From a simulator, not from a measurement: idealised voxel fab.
This section sets out a process module, namely voxel double patterning.
Xsec cut, 240 nm wide, square cell size 5 nm.
Each cross-section below is a grid of square cells, stated as bands in top-down order, with one or more rows of cells making up each band. It is stipulated that each band's entry specify, in nanometres, the height of the top of the band and then that of its bottom, followed by the materials of the band in left-to-right sequence, each together with its width in nanometres. A single material marked by the word "throughout" is understood to fill the band from edge to edge; the word "air" is understood to denote empty space. A quick word on heights: they are counted from 0, and under that level the wafer as it came to us is one material throughout. The lowest band is different from the rest in having no bottom; it simply continues downward, written as in "from 0 down". A width given as "30 to 40" starts at the first number in the band's top row and ends at the second number in its bottom row, shifting by an equal amount at every step from row to row. "no modification" (step): cross-section cells unchanged, all of them. Closed empty spaces (no open way to the top) of 8 cells or more are what "Closed internal voids" lists, each as width x height at distance from the left edge, nm for all three. Where a step's line continues beyond its settings, the continuation is a remark by the simulator itself on that step. overlay nm: mask right of planned place by this much (step with mask). Neg. = left.
PROCESS STEPS - PLAN
1) RECEIVE with material Si
2) CONFORMAL_DEP with material SiO2, thk nm 10
3) DIRECTIONAL_DEP with material polySi, thk nm 15
4) DIRECTIONAL_DEP with material SiN, thk nm 10
5) MASKED_ETCH with tone open, mask id FIRST, width nm 15, pitch nm 50, etch materials SiN, depth nm 10, overlay nm 0
6) MASKED_ETCH with tone open, mask id SECOND, width nm 15, pitch nm 50, etch materials SiN, depth nm 10, overlay nm 0
7) DIRECTIONAL_ETCH with etch materials polySi, depth nm 15
8) STRIP with etch materials SiN
CROSS-SECTION OF THE WAFER AS IT CAME TO US, I.E., ALREADY THROUGH STEP 1
    from 0 down: Si throughout
    Closed internal voids: none
THE FIRST OF THE TWO WAFERS AS SEEN IN CROSS-SECTION ONCE THE MODULE WAS FINISHED; PROCESSING FOLLOWED THE PLAN
    from 25 to 10: 60 nm polySi, then 15 nm air, then 10 nm polySi, then 15 nm air, then 10 nm polySi, then 15 nm air, then 10 nm polySi, then 15 nm air, then 10 nm polySi, then 15 nm air, then 65 nm polySi
    from 10 to 0: SiO2 throughout
    from 0 down: Si throughout
    Closed internal voids: none
CROSS-SECTION, SECOND WAFER: SAME START AS THE FIRST, SAME PLAN AS THE FIRST, ONE MISTAKE IN RUNNING IT; TAKEN AT THE END OF THE MODULE
    from 25 to 10: 85 nm air, then 15 nm polySi, then 35 nm air, then 15 nm polySi, then 90 nm air
    from 10 to 0: SiO2 throughout
    from 0 down: Si throughout
    Closed internal voids: none
Here's what went sideways: step 6 ran as: MASKED_ETCH with tone cover, mask id SECOND, width nm 15, pitch nm 50, etch materials SiN, depth nm 10, overlay nm 0
The final cell counts differ between the wafers, with the second having more or fewer of some materials than the first: 81 fewer of polySi
